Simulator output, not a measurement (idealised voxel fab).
This section sets out a process module, namely voxel released beams.
FYI the section here is cut, 245 nm wide, cells are 5 nm squares.
Throughout this document, each cross-section is represented as a grid of square cells and is presented as a sequence of bands enumerated from the top downward, where a band comprises one or more rows of cells.
For a band, the entry starts with two heights in nm, that of the top and then that of the bottom, and carries on with the band's materials in order from left to right, each alongside its width in nm; the word "everywhere" beside a single material means it fills the band edge to edge, and "air" means empty space.
The level at which height equals 0 is the one under which the wafer, as it arrives, is entirely one material. No lower edge exists for the bottom band, which continues downward and is notated as in "from 0 down".
The width entry "30->40" should be interpreted row by row: the top row of cells in the band takes the first number, the bottom row takes the second number, and the change between adjacent rows is uniform throughout.
Where the words "no modifications" appear for a step, the cross-section shows no cell changed by that step; every cell remained as before.
Heads up: "Listed closed voids" only lists the empty pockets with no open path to the top that are 8 cells or more, and it writes them as width x height at distance, distance from the left edge, in nm.
Where a step's line continues beyond its settings, the continuation is a remark by the simulator itself on that step.
The optional step-line setting "overlay nm" applies to steps with a mask and quantifies how far to the right of its planned location the mask lay, a negative value indicating leftward placement.
If you're wondering how to read the rest of this, here's the deal. It's pairs of cross-sections: one from before a process step, one from after it. The after one is only drawn as far down as the lowest band that changed. Right under each pair you'll see which step sits between them and what its settings were. Don't read the pairs as one continuous story, though. They can come from different runs of this module on the same starting wafer, and a pair only carries on from the one above it where its entry headed "Before the process" says so.
## Before the process
	from 0 down: Si everywhere
	Listed closed voids: none
## Cross-Section Thereafter
	from 10 to 0: SiN everywhere
	Below a height of 0, the structure has not been altered.
	Listed closed voids: none
Applied between the two views above: CONFORMAL_DEP: material SiN, thk nm 10
Before the process: The cross-section prior to this step is the one presented after the step of the pair immediately above.
## Cross-Section Thereafter
	from 25 to 10: SiO2 everywhere
	Below a height of 10, the structure has not been altered.
	Listed closed voids: none
Applied between the two views above: DIRECTIONAL_DEP: material SiO2, thk nm 15
Before the process: The cross-section prior to this step is the one presented after the step of the pair immediately above.
## Cross-Section Thereafter
	from 25 to 10: 80 of SiO2  35 of air  130 of SiO2
	Below a height of 10, the structure has not been altered.
	Listed closed voids: none
Applied between the two views above: MASKED_ETCH: tone open, mask id ANCHOR, width nm 35, etch materials SiO2, depth nm 15, overlay nm 0
Before the process: The cross-section prior to this step is the one presented after the step of the pair immediately above.
## Cross-Section Thereafter
	from 35 to 25: 90 of W  15 of air  140 of W
	from 25 to 20: 80 of SiO2  10 of W  15 of air  10 of W  130 of SiO2
	from 20 to 10: 80 of SiO2  35 of W  130 of SiO2
	Below a height of 10, the structure has not been altered.
	Listed closed voids: none
Applied between the two views above: CONFORMAL_DEP: material W, thk nm 10
Before the process: The cross-section prior to this step is the one presented after the step of the pair immediately above.
## Cross-Section Thereafter
	from 35 to 25: 75 of air  15 of W  15 of air  55 of W  85 of air
	Below a height of 25, the structure has not been altered.
	Listed closed voids: none
Applied between the two views above: MASKED_ETCH: tone cover, mask id BEAM, width nm 85, etch materials W, depth nm 10, overlay nm 0
Before the process: The cross-section prior to this step is the one presented after the step of the pair immediately above.
## Cross-Section Thereafter
	from 35 to 25: 75 of air  15 of W  15 of air  55 of W  85 of air
	from 25 to 20: 80 of air  10 of W  15 of air  10 of W  130 of air
	from 20 to 10: 80 of air  35 of W  130 of air
	Below a height of 10, the structure has not been altered.
	Listed closed voids: none
Applied between the two views above: STRIP: etch materials SiO2
## Before the process
	from 0 down: Si everywhere
	Listed closed voids: none
## Cross-Section Thereafter
	from 15 to 0: SiO2 everywhere
	Below a height of 0, the structure has not been altered.
	Listed closed voids: none
Applied between the two views above: DIRECTIONAL_DEP: material SiO2, thk nm 15
Before the process: The cross-section prior to this step is the one presented after the step of the pair immediately above.
## Cross-Section Thereafter
	from 15 to 0: 80 of SiO2  35 of air  130 of SiO2
	Below a height of 0, the structure has not been altered.
	Listed closed voids: none
Applied between the two views above: MASKED_ETCH: tone open, mask id ANCHOR, width nm 35, etch materials SiO2, depth nm 15, overlay nm 0
Before the process: The cross-section prior to this step is the one presented after the step of the pair immediately above.
## Cross-Section Thereafter
	from 25 to 15: 90 of W  15 of air  140 of W
	from 15 to 10: 80 of SiO2  10 of W  15 of air  10 of W  130 of SiO2
	from 10 to 0: 80 of SiO2  35 of W  130 of SiO2
	Below a height of 0, the structure has not been altered.
	Listed closed voids: none
Applied between the two views above: CONFORMAL_DEP: material W, thk nm 10
Before the process: The cross-section prior to this step is the one presented after the step of the pair immediately above.
## Cross-Section Thereafter
	from 25 to 15: 75 of air  15 of W  15 of air  55 of W  85 of air
	Below a height of 15, the structure has not been altered.
	Listed closed voids: none
Applied between the two views above: MASKED_ETCH: tone cover, mask id BEAM, width nm 85, etch materials W, depth nm 10, overlay nm 0
Before the process: The cross-section prior to this step is the one presented after the step of the pair immediately above.
## Cross-Section Thereafter
	from 25 to 15: 75 of air  15 of W  15 of air  55 of W  85 of air
	from 15 to 10: 80 of air  10 of W  15 of air  10 of W  130 of air
	from 10 to 0: 80 of air  35 of W  130 of air
	Below a height of 0, the structure has not been altered.
	Listed closed voids: none
Applied between the two views above: STRIP: etch materials SiO2
## Before the process
	from 15 to 0: SiO2 everywhere
	from 0 down: Si everywhere
	Listed closed voids: none
## Cross-Section Thereafter
	from 25 to 15: SiN everywhere
	Below a height of 15, the structure has not been altered.
	Listed closed voids: none
Applied between the two views above: CONFORMAL_DEP: material SiN, thk nm 10
Before the process: The cross-section prior to this step is the one presented after the step of the pair immediately above.
## Cross-Section Thereafter
	from 35 to 25: W everywhere
	Below a height of 25, the structure has not been altered.
	Listed closed voids: none
Applied between the two views above: CONFORMAL_DEP: material W, thk nm 10
Before the process: The cross-section prior to this step is the one presented after the step of the pair immediately above.
## Cross-Section Thereafter
	from 35 to 25: 75 of air  85 of W  85 of air
	Below a height of 25, the structure has not been altered.
	Listed closed voids: none
Applied between the two views above: MASKED_ETCH: tone cover, mask id BEAM, width nm 85, etch materials W, depth nm 10, overlay nm 0
## Before the process
	from 10 to 0: SiN everywhere
	from 0 down: Si everywhere
	Listed closed voids: none
## Cross-Section Thereafter
	from 15 to 10: SiO2 everywhere
	Below a height of 10, the structure has not been altered.
	Listed closed voids: none
Applied between the two views above: DIRECTIONAL_DEP: material SiO2, thk nm 5
Before the process: The cross-section prior to this step is the one presented after the step of the pair immediately above.
## Cross-Section Thereafter
	from 15 to 10: 80 of SiO2  35 of air  130 of SiO2
	Below a height of 10, the structure has not been altered.
	Listed closed voids: none
Applied between the two views above: MASKED_ETCH: tone open, mask id ANCHOR, width nm 35, etch materials SiO2, depth nm 15, overlay nm 0
Before the process: The cross-section prior to this step is the one presented after the step of the pair immediately above.
## Cross-Section Thereafter
	from 25 to 20: 90 of W  15 of air  140 of W
	from 20 to 15: W everywhere
	from 15 to 10: 80 of SiO2  35 of W  130 of SiO2
	Below a height of 10, the structure has not been altered.
	Listed closed voids: none
Applied between the two views above: CONFORMAL_DEP: material W, thk nm 10
Before the process: The cross-section prior to this step is the one presented after the step of the pair immediately above.
## Cross-Section Thereafter
	from 25 to 20: 75 of air  15 of W  15 of air  55 of W  85 of air
	from 20 to 15: 75 of air  85 of W  85 of air
	Below a height of 15, the structure has not been altered.
	Listed closed voids: none
Applied between the two views above: MASKED_ETCH: tone cover, mask id BEAM, width nm 85, etch materials W, depth nm 10, overlay nm 0
Before the process: The cross-section prior to this step is the one presented after the step of the pair immediately above.
## Cross-Section Thereafter
	from 25 to 20: 75 of air  15 of W  15 of air  55 of W  85 of air
	from 20 to 10: 75->80 of air  85->35 of W  85->130 of air
	Below a height of 10, the structure has not been altered.
	Listed closed voids: none
Applied between the two views above: STRIP: etch materials SiO2
## Before the process
	from 35 to 25: 90 of W  15 of air  140 of W
	from 25 to 20: 80 of SiO2  10 of W  15 of air  10 of W  130 of SiO2
	from 20 to 10: 80 of SiO2  35 of W  130 of SiO2
	from 10 to 0: SiN everywhere
	from 0 down: Si everywhere
	Listed closed voids: none
## Cross-Section Thereafter
	from 35 to 25: 70 of air  20 of W  15 of air  60 of W  80 of air
	Below a height of 25, the structure has not been altered.
	Listed closed voids: none
Applied between the two views above: MASKED_ETCH: tone cover, mask id BEAM, width nm 95, etch materials W, depth nm 10, overlay nm 0
Before the process: The cross-section prior to this step is the one presented after the step of the pair immediately above.
## Cross-Section Thereafter
	from 35 to 25: 70 of air  20 of W  15 of air  60 of W  80 of air
	from 25 to 20: 80 of air  10 of W  15 of air  10 of W  130 of air
	from 20 to 10: 80 of air  35 of W  130 of air
	Below a height of 10, the structure has not been altered.
	Listed closed voids: none
Applied between the two views above: STRIP: etch materials SiO2
## Before the process
	from 25 to 10: SiO2 everywhere
	from 10 to 0: SiN everywhere
	from 0 down: Si everywhere
	Listed closed voids: none
## Cross-Section Thereafter
	from 25 to 10: 90 of SiO2  35 of air  120 of SiO2
	Below a height of 10, the structure has not been altered.
	Listed closed voids: none
Applied between the two views above: MASKED_ETCH: tone open, mask id ANCHOR, width nm 35, etch materials SiO2, depth nm 15, overlay nm 10
Before the process: The cross-section prior to this step is the one presented after the step of the pair immediately above.
## Cross-Section Thereafter
	from 35 to 25: 100 of W  15 of air  130 of W
	from 25 to 20: 90 of SiO2  10 of W  15 of air  10 of W  120 of SiO2
	from 20 to 10: 90 of SiO2  35 of W  120 of SiO2
	Below a height of 10, the structure has not been altered.
	Listed closed voids: none
Applied between the two views above: CONFORMAL_DEP: material W, thk nm 10
Before the process: The cross-section prior to this step is the one presented after the step of the pair immediately above.
## Cross-Section Thereafter
	from 35 to 25: 75 of air  25 of W  15 of air  45 of W  85 of air
	Below a height of 25, the structure has not been altered.
	Listed closed voids: none
Applied between the two views above: MASKED_ETCH: tone cover, mask id BEAM, width nm 85, etch materials W, depth nm 10, overlay nm 0
Before the process: The cross-section prior to this step is the one presented after the step of the pair immediately above.
## Cross-Section Thereafter
	from 35 to 25: 75 of air  25 of W  15 of air  45 of W  85 of air
	from 25 to 20: 90 of air  10 of W  15 of air  10 of W  120 of air
	from 20 to 10: 90 of air  35 of W  120 of air
	Below a height of 10, the structure has not been altered.
	Listed closed voids: none
Applied between the two views above: STRIP: etch materials SiO2
## Before the process
	from 35 to 25: 75 of air  15 of W  15 of air  55 of W  85 of air
	from 25 to 20: 80 of SiO2  10 of W  15 of air  10 of W  130 of SiO2
	from 20 to 10: 80 of SiO2  35 of W  130 of SiO2
	from 10 to 0: SiN everywhere
	from 0 down: Si everywhere
	Listed closed voids: none
## Cross-Section Thereafter
	from 25 to 10: 80 of SiO2  35 of air  130 of SiO2
	Below a height of 10, the structure has not been altered.
	Listed closed voids: none
Applied between the two views above: STRIP: etch materials W
## Before the process
	from 25 to 10: SiO2 everywhere
	from 10 to 0: SiN everywhere
	from 0 down: Si everywhere
	Listed closed voids: none
## Cross-Section Thereafter
	from 25 to 10: 80 of air  35 of SiO2  130 of air
	Below a height of 10, the structure has not been altered.
	Listed closed voids: none
Applied between the two views above: MASKED_ETCH: tone cover, mask id ANCHOR, width nm 35, etch materials SiO2, depth nm 15, overlay nm 0
Before the process: The cross-section prior to this step is the one presented after the step of the pair immediately above.
## Cross-Section Thereafter
	from 35 to 25: 70 of air  55 of W  120 of air
	from 25 to 20: 70 of air  10 of W  35 of SiO2  10 of W  120 of air
	from 20 to 10: 80 of W  35 of SiO2  130 of W
	Below a height of 10, the structure has not been altered.
	Listed closed voids: none
Applied between the two views above: CONFORMAL_DEP: material W, thk nm 10
Before the process: The cross-section prior to this step is the one presented after the step of the pair immediately above.
## Cross-Section Thereafter
	from 35 to 25: 75 of air  50 of W  120 of air
	from 25 to 20: 70 of air  10 of W  35 of SiO2  10 of W  120 of air
	from 20 to 10: 70 of air  10 of W  35 of SiO2  45 of W  85 of air
	Below a height of 10, the structure has not been altered.
	Listed closed voids: none
Applied between the two views above: MASKED_ETCH: tone cover, mask id BEAM, width nm 85, etch materials W, depth nm 10, overlay nm 0
